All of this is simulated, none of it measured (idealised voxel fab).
Name of the process module below: voxel transistor to metal
For reference, the cross-section in this document is cut, with width 275 nm and square cells of 5 nm.
Reading order for cross-sections: top band down to bottom band. Underlying form: a grid of square cells. Band size: one or more rows of cells. Basically the band line says how high the top is and how high the bottom is, in nm, and then what's in it from left to right, every material with its width in nm. Empty space shows up as "empty", and if a single material carries "edge to edge" it runs the full band edge to edge. The level at which height equals 0 is the one under which the wafer, as it arrives, is entirely one material. No lower edge exists for the bottom band, which continues downward and is notated as in "0..down". Note: "30->40" means the width goes from the first number (top row of the band) to the second number (bottom row) in equal steps per row of cells. Key: "remained the same" - step with no changed cell in the cross-section. "Enclosed cavities" means: voids of 8 cells or more that are shut off from the top with no open way through. Written width x height at distance, distance from the left edge, in nm. It should be noted that, on the line of a given step, the content following the step's settings is a remark produced by the simulator itself with respect to that step. If you see "overlay nm" on a step's line and that step has a mask, it's telling you how far right of where it was planned the mask ended up; a negative number means it went left instead.

-- List of planned process steps
1: RECEIVE (material Si)
2: CONFORMAL_DEP (material SiO2; thk nm 5)
3: CONFORMAL_DEP (material SiN; thk nm 15)
4: MASKED_ETCH (tone cover; mask id ACTIVE; width nm 105; pitch nm 130; etch materials SiN; depth nm 15; overlay nm 0)
5: MASKED_ETCH (tone cover; mask id ACTIVE; width nm 105; pitch nm 130; etch materials SiO2; depth nm 5; overlay nm 0)
6: MASKED_ETCH (tone cover; mask id ACTIVE; width nm 105; pitch nm 130; etch materials Si; depth nm 25; overlay nm 0)
7: FILL_DEP (material SiO2; thk nm 5)
8: CMP (height nm 20)
9: SELECTIVE_ETCH (etch materials SiO2; depth nm 10)
10: STRIP (etch materials SiN)
11: SELECTIVE_ETCH (etch materials SiO2; depth nm 5)
12: OXIDIZE (depth nm 5)
13: DIRECTIONAL_DEP (material polySi; thk nm 25)
14: DIRECTIONAL_DEP (material SiCN; thk nm 10)
15: PATTERN (tone cover; mask id GATE; material resist; width nm 25; pitch nm 130; thk nm 20; overlay nm 0)
16: DIRECTIONAL_ETCH (etch materials SiCN; depth nm 20)
17: DIRECTIONAL_ETCH (etch materials polySi; depth nm 35)
18: STRIP (etch materials resist)
19: CONFORMAL_DEP (material SiN; thk nm 5)
20: DIRECTIONAL_ETCH (etch materials SiN; depth nm 5)
21: DIRECTIONAL_ETCH (etch materials SiO2; depth nm 5)
22: DIRECTIONAL_ETCH (etch materials Si; depth nm 5)
23: EPI (material nSi; thk nm 10)
24: FILL_DEP (material SiO2; thk nm 10)
25: CMP (height nm 25)
26: STRIP (etch materials polySi)
27: SELECTIVE_ETCH (etch materials SiO2; depth nm 5)
28: CONFORMAL_DEP (material HfO2; thk nm 5)
29: CONFORMAL_DEP (material TiN; thk nm 5)
30: FILL_DEP (material W; thk nm 5)
31: CMP (height nm 20)
32: DIRECTIONAL_DEP (material SiO2; thk nm 10)
33: PATTERN (tone open; mask id CONTACT; material resist; width nm 15; thk nm 15; overlay nm 0)
34: DIRECTIONAL_ETCH (etch materials SiO2; depth nm 30)
35: STRIP (etch materials resist)
36: CONFORMAL_DEP (material TiN; thk nm 5)
37: FILL_DEP (material W; thk nm 5)
38: CMP (height nm 30)
39: CONFORMAL_DEP (material SiCN; thk nm 5)
40: DIRECTIONAL_DEP (material SiO2; thk nm 15)
41: DIRECTIONAL_DEP (material aC; thk nm 15)
42: PATTERN (tone open; mask id METAL_1; material resist; width nm 15; thk nm 35; overlay nm 0)
43: DIRECTIONAL_ETCH (etch materials aC; depth nm 15)
44: STRIP (etch materials resist)
45: DIRECTIONAL_ETCH (etch materials SiO2; depth nm 15)
46: DIRECTIONAL_ETCH (etch materials SiCN; depth nm 5)
47: STRIP (etch materials aC)
48: CONFORMAL_DEP (material TiN; thk nm 5)
49: FILL_DEP (material W; thk nm 5)
50: CMP (height nm 50)
51: EPI (material Ru; thk nm 5)
52: FILL_DEP (material SiCN; thk nm 5)

-- Incoming wafer, cross-sectional view, post step 1
  0..down = Si edge to edge
  Enclosed cavities: none

-- The following cross-section depicts the wafer upon conclusion of the module. Processing commenced from the starting condition illustrated above and adhered to the plan illustrated above, save for one mistake in execution
  60..55 = SiCN edge to edge
  55..50 = Ru edge to edge
  50..45 = W edge to edge
  45..40 = TiN 35 / W 5 / TiN 65 / W 5 / TiN 55 / W 5 / TiN 65 / W 5 / TiN 35
  40..25 = SiO2 30 / TiN 5 / W 5 / TiN 5 / SiO2 55 / TiN 5 / W 5 / TiN 5 / SiO2 45 / TiN 5 / W 5 / TiN 5 / SiO2 55 / TiN 5 / W 5 / TiN 5 / SiO2 30
  25..20 = SiCN 30 / TiN 15 / SiCN 55 / TiN 15 / SiCN 45 / TiN 15 / SiCN 55 / TiN 15 / SiCN 30
  20..5 = SiO2 30 / TiN 5 / W 5 / TiN 5 / SiO2 10 / SiN 5 / HfO2 5 / TiN 5 / W 5 / TiN 5 / HfO2 5 / SiN 5 / SiO2 10 / TiN 5 / W 5 / TiN 5 / SiO2 45 / TiN 5 / W 5 / TiN 5 / SiO2 10 / SiN 5 / HfO2 5 / TiN 5 / W 5 / TiN 5 / HfO2 5 / SiN 5 / SiO2 10 / TiN 5 / W 5 / TiN 5 / SiO2 30
  5..0 = SiO2 15 / SiN 5 / SiO2 10 / TiN 15 / nSi 10 / SiN 5 / HfO2 5 / TiN 15 / HfO2 5 / SiN 5 / nSi 10 / TiN 15 / SiO2 10 / SiN 5 / SiO2 15 / SiN 5 / SiO2 10 / TiN 15 / nSi 10 / SiN 5 / HfO2 5 / TiN 15 / HfO2 5 / SiN 5 / nSi 10 / TiN 15 / SiO2 10 / SiN 5 / SiO2 15
  0..-5 = SiO2 20 / nSi 35 / HfO2 35 / nSi 35 / SiO2 25 / nSi 35 / HfO2 35 / nSi 35 / SiO2 20
  -5..-10 = SiO2 20 / nSi 35 / Si 35 / nSi 35 / SiO2 25 / nSi 35 / Si 35 / nSi 35 / SiO2 20
  -10..-25 = SiO2 20 / Si 105 / SiO2 25 / Si 105 / SiO2 20
  -25..down = Si edge to edge
  Enclosed cavities: none
In executing the process, a mistake was made relative to the plan: step 38 ran as: CMP (height nm 20)
